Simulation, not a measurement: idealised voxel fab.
The following process module bears the name voxel air gaps.
For reference, the cross-section in this document is cut, with width 205 nm and square cells of 5 nm.
Think of the cross-section as a grid of square cells. We describe it in bands, top to bottom, and each band covers one or more rows of those cells.
Basically the band line says how high the top is and how high the bottom is, in nm, and then what's in it from left to right, every material with its width in nm. Empty space shows up as "empty", and if a single material carries "edge to edge" it runs the full band edge to edge.
A quick word on heights: they are counted from 0, and under that level the wafer as it came to us is one material throughout. The lowest band is different from the rest in having no bottom; it simply continues downward, written as in "0 nm and below".
A width such as "30->40" changes by the same amount from each row of cells to the next, from the band's top row to its bottom row.
Step note "no alteration" = no cross-section cell changed.
Basically, "Completely sealed voids" tells you about the enclosed voids: empty spaces with no open way to the top, 8 cells or bigger, each written width x height at distance, where distance is from the left edge, all in nm.
On a step's line, text after the settings is the simulator commenting on that step.
overlay nm: where the mask lay relative to plan, measured to the right, on steps with a mask; negatives go left.

**Steps planned for the process**
step 1: RECEIVE,material Si
step 2: CONFORMAL_DEP,material SiO2,thk nm 10
step 3: CONFORMAL_DEP,material SiN,thk nm 5
step 4: DIRECTIONAL_DEP,material lowk,thk nm 35
step 5: PATTERN,tone open,mask id LINES,material resist,width nm 20,pitch nm 50,thk nm 20,overlay nm 0
step 6: DIRECTIONAL_ETCH,etch materials lowk,depth nm 35
step 7: STRIP,etch materials resist
step 8: CONFORMAL_DEP,material TiN,thk nm 5
step 9: FILL_DEP,material Cu,thk nm 10
step 10: CMP,height nm 50
step 11: EPI,material Ru,thk nm 10
step 12: SELECTIVE_ETCH,etch materials lowk,depth nm 45
step 13: CONFORMAL_DEP,material SiCN,thk nm 5

**So, the first of our two wafers, run just as we planned it**

**As received (post step 1): cross-section**
	0 nm and below = Si edge to edge
	Completely sealed voids: none

**So this is the wafer cross-section right after step 2**
	10 nm to 0 nm = SiO2 edge to edge
	Heights below 0 show no change.

**So this is the wafer cross-section right after step 3**
	15 nm to 10 nm = SiN edge to edge
	Heights below 10 show no change.

**So this is the wafer cross-section right after step 4**
	50 nm to 15 nm = lowk edge to edge
	Heights below 15 show no change.

**So this is the wafer cross-section right after step 5**
	70 nm to 50 nm = resist: 40 / empty: 20 / resist: 30 / empty: 20 / resist: 30 / empty: 20 / resist: 45
	Heights below 50 show no change.

**So this is the wafer cross-section right after step 6**
	70 nm to 50 nm = resist: 40 / empty: 20 / resist: 30 / empty: 20 / resist: 30 / empty: 20 / resist: 45
	50 nm to 15 nm = lowk: 40 / empty: 20 / lowk: 30 / empty: 20 / lowk: 30 / empty: 20 / lowk: 45
	Heights below 15 show no change.

**So this is the wafer cross-section right after step 7**
	50 nm to 15 nm = lowk: 40 / empty: 20 / lowk: 30 / empty: 20 / lowk: 30 / empty: 20 / lowk: 45
	Heights below 15 show no change.

**So this is the wafer cross-section right after step 8**
	55 nm to 50 nm = TiN: 45 / empty: 10 / TiN: 40 / empty: 10 / TiN: 40 / empty: 10 / TiN: 50
	50 nm to 20 nm = lowk: 40 / TiN: 5 / empty: 10 / TiN: 5 / lowk: 30 / TiN: 5 / empty: 10 / TiN: 5 / lowk: 30 / TiN: 5 / empty: 10 / TiN: 5 / lowk: 45
	20 nm to 15 nm = lowk: 40 / TiN: 20 / lowk: 30 / TiN: 20 / lowk: 30 / TiN: 20 / lowk: 45
	Heights below 15 show no change.

**So this is the wafer cross-section right after step 9**
	65 nm to 55 nm = Cu edge to edge
	55 nm to 50 nm = TiN: 45 / Cu: 10 / TiN: 40 / Cu: 10 / TiN: 40 / Cu: 10 / TiN: 50
	50 nm to 20 nm = lowk: 40 / TiN: 5 / Cu: 10 / TiN: 5 / lowk: 30 / TiN: 5 / Cu: 10 / TiN: 5 / lowk: 30 / TiN: 5 / Cu: 10 / TiN: 5 / lowk: 45
	Heights below 20 show no change.

**So this is the wafer cross-section right after step 10**
	50 nm to 20 nm = lowk: 40 / TiN: 5 / Cu: 10 / TiN: 5 / lowk: 30 / TiN: 5 / Cu: 10 / TiN: 5 / lowk: 30 / TiN: 5 / Cu: 10 / TiN: 5 / lowk: 45
	Heights below 20 show no change.

**So this is the wafer cross-section right after step 11**
	60 nm to 50 nm = empty: 30 / Ru: 40 / empty: 10 / Ru: 40 / empty: 10 / Ru: 40 / empty: 35
	Heights below 50 show no change.

**So this is the wafer cross-section right after step 12**
	60 nm to 50 nm = empty: 30 / Ru: 40 / empty: 10 / Ru: 40 / empty: 10 / Ru: 40 / empty: 35
	50 nm to 20 nm = empty: 40 / TiN: 5 / Cu: 10 / TiN: 5 / empty: 30 / TiN: 5 / Cu: 10 / TiN: 5 / empty: 30 / TiN: 5 / Cu: 10 / TiN: 5 / empty: 45
	20 nm to 15 nm = empty: 40 / TiN: 20 / empty: 30 / TiN: 20 / empty: 30 / TiN: 20 / empty: 45
	Heights below 15 show no change.

**So this is the wafer cross-section right after step 13**
	65 nm to 60 nm = empty: 25 / SiCN: 150 / empty: 30
	60 nm to 50 nm = empty: 25 / SiCN: 5 / Ru: 40 / SiCN: 10 / Ru: 40 / SiCN: 10 / Ru: 40 / SiCN: 5 / empty: 30
	50 nm to 45 nm = empty: 25 / SiCN: 15 / TiN: 5 / Cu: 10 / TiN: 5 / SiCN: 30 / TiN: 5 / Cu: 10 / TiN: 5 / SiCN: 30 / TiN: 5 / Cu: 10 / TiN: 5 / SiCN: 15 / empty: 30
	45 nm to 20 nm = empty: 35 / SiCN: 5 / TiN: 5 / Cu: 10 / TiN: 5 / SiCN: 5 / empty: 20 / SiCN: 5 / TiN: 5 / Cu: 10 / TiN: 5 / SiCN: 5 / empty: 20 / SiCN: 5 / TiN: 5 / Cu: 10 / TiN: 5 / SiCN: 5 / empty: 40
	20 nm to 15 nm = SiCN: 40 / TiN: 20 / SiCN: 30 / TiN: 20 / SiCN: 30 / TiN: 20 / SiCN: 45
	Heights below 15 show no change.
	Completely sealed voids: 20 x 25 at 65; 20 x 25 at 115

**Wafer two of two - same starting point, same process plan, one mistake in execution; matches wafer one up to and including step 4**

**What the second wafer looks like in cross-section when step 5 should have wrapped up**
	70 nm to 50 nm = resist: 35 / empty: 30 / resist: 20 / empty: 30 / resist: 20 / empty: 30 / resist: 40
	Heights below 50 show no change.

**What the second wafer looks like in cross-section when step 6 should have wrapped up**
	70 nm to 50 nm = resist: 35 / empty: 30 / resist: 20 / empty: 30 / resist: 20 / empty: 30 / resist: 40
	50 nm to 15 nm = lowk: 35 / empty: 30 / lowk: 20 / empty: 30 / lowk: 20 / empty: 30 / lowk: 40
	Heights below 15 show no change.

**What the second wafer looks like in cross-section when step 7 should have wrapped up**
	50 nm to 15 nm = lowk: 35 / empty: 30 / lowk: 20 / empty: 30 / lowk: 20 / empty: 30 / lowk: 40
	Heights below 15 show no change.

**What the second wafer looks like in cross-section when step 8 should have wrapped up**
	55 nm to 50 nm = TiN: 40 / empty: 20 / TiN: 30 / empty: 20 / TiN: 30 / empty: 20 / TiN: 45
	50 nm to 20 nm = lowk: 35 / TiN: 5 / empty: 20 / TiN: 5 / lowk: 20 / TiN: 5 / empty: 20 / TiN: 5 / lowk: 20 / TiN: 5 / empty: 20 / TiN: 5 / lowk: 40
	20 nm to 15 nm = lowk: 35 / TiN: 30 / lowk: 20 / TiN: 30 / lowk: 20 / TiN: 30 / lowk: 40
	Heights below 15 show no change.

**What the second wafer looks like in cross-section when step 9 should have wrapped up**
	65 nm to 55 nm = Cu edge to edge
	55 nm to 50 nm = TiN: 40 / Cu: 20 / TiN: 30 / Cu: 20 / TiN: 30 / Cu: 20 / TiN: 45
	50 nm to 20 nm = lowk: 35 / TiN: 5 / Cu: 20 / TiN: 5 / lowk: 20 / TiN: 5 / Cu: 20 / TiN: 5 / lowk: 20 / TiN: 5 / Cu: 20 / TiN: 5 / lowk: 40
	Heights below 20 show no change.

**What the second wafer looks like in cross-section when step 10 should have wrapped up**
	50 nm to 20 nm = lowk: 35 / TiN: 5 / Cu: 20 / TiN: 5 / lowk: 20 / TiN: 5 / Cu: 20 / TiN: 5 / lowk: 20 / TiN: 5 / Cu: 20 / TiN: 5 / lowk: 40
	Heights below 20 show no change.

**What the second wafer looks like in cross-section when step 11 should have wrapped up**
	60 nm to 50 nm = empty: 25 / Ru: 150 / empty: 30
	Heights below 50 show no change.

**What the second wafer looks like in cross-section when step 12 should have wrapped up**
	60 nm to 50 nm = empty: 25 / Ru: 150 / empty: 30
	50 nm to 20 nm = empty: 35 / TiN: 5 / Cu: 20 / TiN: 5 / lowk: 20 / TiN: 5 / Cu: 20 / TiN: 5 / lowk: 20 / TiN: 5 / Cu: 20 / TiN: 5 / empty: 40
	20 nm to 15 nm = empty: 35 / TiN: 30 / lowk: 20 / TiN: 30 / lowk: 20 / TiN: 30 / empty: 40
	Heights below 15 show no change.

**What the second wafer looks like in cross-section when step 13 should have wrapped up**
	65 nm to 60 nm = empty: 20 / SiCN: 160 / empty: 25
	60 nm to 50 nm = empty: 20 / SiCN: 5 / Ru: 150 / SiCN: 5 / empty: 25
	50 nm to 45 nm = empty: 20 / SiCN: 15 / TiN: 5 / Cu: 20 / TiN: 5 / lowk: 20 / TiN: 5 / Cu: 20 / TiN: 5 / lowk: 20 / TiN: 5 / Cu: 20 / TiN: 5 / SiCN: 15 / empty: 25
	45 nm to 20 nm = empty: 30 / SiCN: 5 / TiN: 5 / Cu: 20 / TiN: 5 / lowk: 20 / TiN: 5 / Cu: 20 / TiN: 5 / lowk: 20 / TiN: 5 / Cu: 20 / TiN: 5 / SiCN: 5 / empty: 35
	20 nm to 15 nm = SiCN: 35 / TiN: 30 / lowk: 20 / TiN: 30 / lowk: 20 / TiN: 30 / SiCN: 40
	Heights below 15 show no change.
Short version of what went wrong: step 5 was run on a setting that differed from the plan, and what really ran there is PATTERN,tone open,mask id LINES,material resist,width nm 30,pitch nm 50,thk nm 20,overlay nm 0
Per the end-of-run cell counts, the second wafer holds more or fewer of some materials than the first: +36 Cu | +12 Ru | -52 SiCN | +6 TiN | +56 lowk
Final closed voids: first wafer 2, second wafer 0.
